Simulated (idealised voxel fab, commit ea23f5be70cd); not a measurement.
process module | voxel gate over fins
cross-section cut | 140 nm wide | cells 5 nm
A cross-section is a grid of square cells, given in bands from the top down. A band is one or more rows of cells.
Each band's line starts with the height of the band's top and of its bottom, in nm. Then come its materials from left to right, each with its width in nm. One material with "throughout" fills the band from edge to edge. "air" is empty space.
Height 0 is the level under which the wafer as received is all one material. The lowest band goes on downwards, as in "0 down".
A width such as "30 to 40" changes by the same amount from each row of cells to the next, from the band's top row to its bottom row.
"no change" after a step means that no cell of the cross-section changed.
closed voids: empty space of 8 cells or more with no open way to the top, each as width x height at its distance from the left edge, in nm
after a step's settings: what the simulator itself notes on the step
overlay nm, on a step with a mask: how far to the right of its planned place the mask lay; to the left if negative
plan
1 op RECEIVE | material Si
2 op CONFORMAL_DEP | material SiN | thk nm 10
3 op DIRECTIONAL_DEP | material aC | thk nm 10
4 op PATTERN | tone cover | mask id FINS | material resist | width nm 15 | pitch nm 55 | thk nm 25 | overlay nm 0
5 op DIRECTIONAL_ETCH | etch materials aC | depth nm 10
6 op STRIP | etch materials resist
7 op DIRECTIONAL_ETCH | etch materials SiN | depth nm 10
8 op DIRECTIONAL_ETCH | etch materials Si | depth nm 35
9 op STRIP | etch materials aC
10 op OXIDIZE | depth nm 5
11 op FILL_DEP | material SiO2 | thk nm 10
12 op CMP | height nm 10
13 op DIRECTIONAL_DEP | material aC | thk nm 15
14 op PATTERN | tone open | mask id RAIL | material resist | width nm 15 | thk nm 30 | overlay nm 0
15 op DIRECTIONAL_ETCH | etch materials aC | depth nm 15
16 op STRIP | etch materials resist
17 op DIRECTIONAL_ETCH | etch materials SiO2 | depth nm 40
18 op STRIP | etch materials aC
19 op CONFORMAL_DEP | material TiN | thk nm 5
20 op FILL_DEP | material Ru | thk nm 10
21 op CMP | height nm 10
22 op SELECTIVE_ETCH | etch materials W Ru TiN | depth nm 25
23 op FILL_DEP | material SiO2 | thk nm 5
24 op CMP | height nm 10
25 op SELECTIVE_ETCH | etch materials SiO2 | depth nm 20
26 op STRIP | etch materials SiN
27 op CONFORMAL_DEP | material HfO2 | thk nm 5
28 op CONFORMAL_DEP | material TiN | thk nm 5
29 op CONFORMAL_DEP | material TiAl | thk nm 5
30 op CONFORMAL_DEP | material TiN | thk nm 5
31 op FILL_DEP | material W | thk nm 15
32 op CMP | height nm 30
33 op CONFORMAL_DEP | material SiCN | thk nm 10
first wafer, as planned
as received, after step 1
  0 down: Si throughout
  closed voids: none
after step 2
  10 to 0: SiN throughout
  below 0: unchanged
after step 3
  20 to 10: aC throughout
  below 10: unchanged
after step 4
  45 to 20: air 35 | resist 15 | air 40 | resist 15 | air 35
  below 20: unchanged
after step 5
  35 to 20: air 35 | resist 15 | air 40 | resist 15 | air 35
  20 to 10: air 35 | aC 15 | air 40 | aC 15 | air 35
  below 10: unchanged
after step 6
  20 to 10: air 35 | aC 15 | air 40 | aC 15 | air 35
  below 10: unchanged
after step 7
  20 to 10: air 35 | aC 15 | air 40 | aC 15 | air 35
  10 to 0: air 35 | SiN 15 | air 40 | SiN 15 | air 35
  below 0: unchanged
after step 8
  20 to 10: air 35 | aC 15 | air 40 | aC 15 | air 35
  10 to 0: air 35 | SiN 15 | air 40 | SiN 15 | air 35
  0 to -35: air 35 | Si 15 | air 40 | Si 15 | air 35
  below -35: unchanged
after step 9
  10 to 0: air 35 | SiN 15 | air 40 | SiN 15 | air 35
  below 0: unchanged
after step 10
  10 to 0: air 35 | SiN 15 | air 40 | SiN 15 | air 35
  0 to -35: air 35 | SiO2 5 | Si 5 | SiO2 5 | air 40 | SiO2 5 | Si 5 | SiO2 5 | air 35
  -35 to -40: SiO2 40 | Si 5 | SiO2 50 | Si 5 | SiO2 40
  below -40: unchanged
after step 11
  20 to 10: SiO2 throughout
  10 to 0: SiO2 35 | SiN 15 | SiO2 40 | SiN 15 | SiO2 35
  0 to -40: SiO2 40 | Si 5 | SiO2 50 | Si 5 | SiO2 40
  below -40: unchanged
after step 12
  10 to 0: SiO2 35 | SiN 15 | SiO2 40 | SiN 15 | SiO2 35
  below 0: unchanged
after step 13
  25 to 10: aC throughout
  below 10: unchanged
after step 14
  55 to 25: resist 60 | air 15 | resist 65
  below 25: unchanged
after step 15
  40 to 25: resist 60 | air 15 | resist 65
  25 to 10: aC 60 | air 15 | aC 65
  below 10: unchanged
after step 16
  25 to 10: aC 60 | air 15 | aC 65
  below 10: unchanged
after step 17
  25 to 10: aC 60 | air 15 | aC 65
  10 to 0: SiO2 35 | SiN 15 | SiO2 10 | air 15 | SiO2 15 | SiN 15 | SiO2 35
  0 to -30: SiO2 40 | Si 5 | SiO2 15 | air 15 | SiO2 20 | Si 5 | SiO2 40
  below -30: unchanged
after step 18
  10 to 0: SiO2 35 | SiN 15 | SiO2 10 | air 15 | SiO2 15 | SiN 15 | SiO2 35
  below 0: unchanged
after step 19
  15 to 10: TiN 65 | air 5 | TiN 70
  10 to 0: SiO2 35 | SiN 15 | SiO2 10 | TiN 5 | air 5 | TiN 5 | SiO2 15 | SiN 15 | SiO2 35
  0 to -25: SiO2 40 | Si 5 | SiO2 15 | TiN 5 | air 5 | TiN 5 | SiO2 20 | Si 5 | SiO2 40
  -25 to -30: SiO2 40 | Si 5 | SiO2 15 | TiN 15 | SiO2 20 | Si 5 | SiO2 40
  below -30: unchanged
after step 20
  25 to 15: Ru throughout
  15 to 10: TiN 65 | Ru 5 | TiN 70
  10 to 0: SiO2 35 | SiN 15 | SiO2 10 | TiN 5 | Ru 5 | TiN 5 | SiO2 15 | SiN 15 | SiO2 35
  0 to -25: SiO2 40 | Si 5 | SiO2 15 | TiN 5 | Ru 5 | TiN 5 | SiO2 20 | Si 5 | SiO2 40
  below -25: unchanged
after step 21
  10 to 0: SiO2 35 | SiN 15 | SiO2 10 | TiN 5 | Ru 5 | TiN 5 | SiO2 15 | SiN 15 | SiO2 35
  below 0: unchanged
after step 22
  10 to 0: SiO2 35 | SiN 15 | SiO2 10 | air 15 | SiO2 15 | SiN 15 | SiO2 35
  0 to -15: SiO2 40 | Si 5 | SiO2 15 | air 15 | SiO2 20 | Si 5 | SiO2 40
  below -15: unchanged
after step 23
  15 to 10: SiO2 throughout
  10 to 0: SiO2 35 | SiN 15 | SiO2 40 | SiN 15 | SiO2 35
  0 to -15: SiO2 40 | Si 5 | SiO2 50 | Si 5 | SiO2 40
  below -15: unchanged
after step 24
  10 to 0: SiO2 35 | SiN 15 | SiO2 40 | SiN 15 | SiO2 35
  below 0: unchanged
after step 25
  10 to 0: air 35 | SiN 15 | air 40 | SiN 15 | air 35
  0 to -10: air 40 | Si 5 | air 50 | Si 5 | air 40
  below -10: unchanged
after step 26
  0 to -10: air 40 | Si 5 | air 50 | Si 5 | air 40
  below -10: unchanged
after step 27
  5 to 0: air 35 | HfO2 15 | air 40 | HfO2 15 | air 35
  0 to -5: air 35 | HfO2 5 | Si 5 | HfO2 5 | air 40 | HfO2 5 | Si 5 | HfO2 5 | air 35
  -5 to -10: HfO2 40 | Si 5 | HfO2 50 | Si 5 | HfO2 40
  below -10: unchanged
after step 28
  10 to 5: air 30 | TiN 25 | air 30 | TiN 25 | air 30
  5 to 0: air 30 | TiN 5 | HfO2 15 | TiN 5 | air 30 | TiN 5 | HfO2 15 | TiN 5 | air 30
  0 to -5: TiN 35 | HfO2 5 | Si 5 | HfO2 5 | TiN 40 | HfO2 5 | Si 5 | HfO2 5 | TiN 35
  below -5: unchanged
after step 29
  15 to 10: air 25 | TiAl 35 | air 20 | TiAl 35 | air 25
  10 to 5: air 25 | TiAl 5 | TiN 25 | TiAl 5 | air 20 | TiAl 5 | TiN 25 | TiAl 5 | air 25
  5 to 0: TiAl 30 | TiN 5 | HfO2 15 | TiN 5 | TiAl 30 | TiN 5 | HfO2 15 | TiN 5 | TiAl 30
  below 0: unchanged
after step 30
  20 to 15: air 20 | TiN 45 | air 10 | TiN 45 | air 20
  15 to 10: air 20 | TiN 5 | TiAl 35 | TiN 5 | air 10 | TiN 5 | TiAl 35 | TiN 5 | air 20
  10 to 5: TiN 25 | TiAl 5 | TiN 25 | TiAl 5 | TiN 20 | TiAl 5 | TiN 25 | TiAl 5 | TiN 25
  below 5: unchanged
after step 31
  35 to 20: W throughout
  20 to 15: W 20 | TiN 45 | W 10 | TiN 45 | W 20
  15 to 10: W 20 | TiN 5 | TiAl 35 | TiN 5 | W 10 | TiN 5 | TiAl 35 | TiN 5 | W 20
  below 10: unchanged
after step 32
  30 to 20: W throughout
  below 20: unchanged
after step 33
  40 to 30: SiCN throughout
  below 30: unchanged
second wafer: like start, like plan, one mistake. Through step 27 it matches the first wafer
when step 28 should have ended
  10 to 5: air 30 | TiAl 25 | air 30 | TiAl 25 | air 30
  5 to 0: air 30 | TiAl 5 | HfO2 15 | TiAl 5 | air 30 | TiAl 5 | HfO2 15 | TiAl 5 | air 30
  0 to -5: TiAl 35 | HfO2 5 | Si 5 | HfO2 5 | TiAl 40 | HfO2 5 | Si 5 | HfO2 5 | TiAl 35
  below -5: unchanged
when step 29 should have ended
  15 to 10: air 25 | TiN 35 | air 20 | TiN 35 | air 25
  10 to 5: air 25 | TiN 5 | TiAl 25 | TiN 5 | air 20 | TiN 5 | TiAl 25 | TiN 5 | air 25
  5 to 0: TiN 30 | TiAl 5 | HfO2 15 | TiAl 5 | TiN 30 | TiAl 5 | HfO2 15 | TiAl 5 | TiN 30
  below 0: unchanged
when step 30 should have ended
  20 to 10: air 20 | TiN 45 | air 10 | TiN 45 | air 20
  10 to 5: TiN 30 | TiAl 25 | TiN 30 | TiAl 25 | TiN 30
  below 5: unchanged
when step 31 should have ended
  35 to 20: W throughout
  20 to 10: W 20 | TiN 45 | W 10 | TiN 45 | W 20
  below 10: unchanged
when step 32 should have ended
  30 to 20: W throughout
  below 20: unchanged
when step 33 should have ended
  40 to 30: SiCN throughout
  below 30: unchanged
what went wrong: steps 28 and 29 were swapped
at the end the second wafer has, in cells: as many of each material as the first, in other places
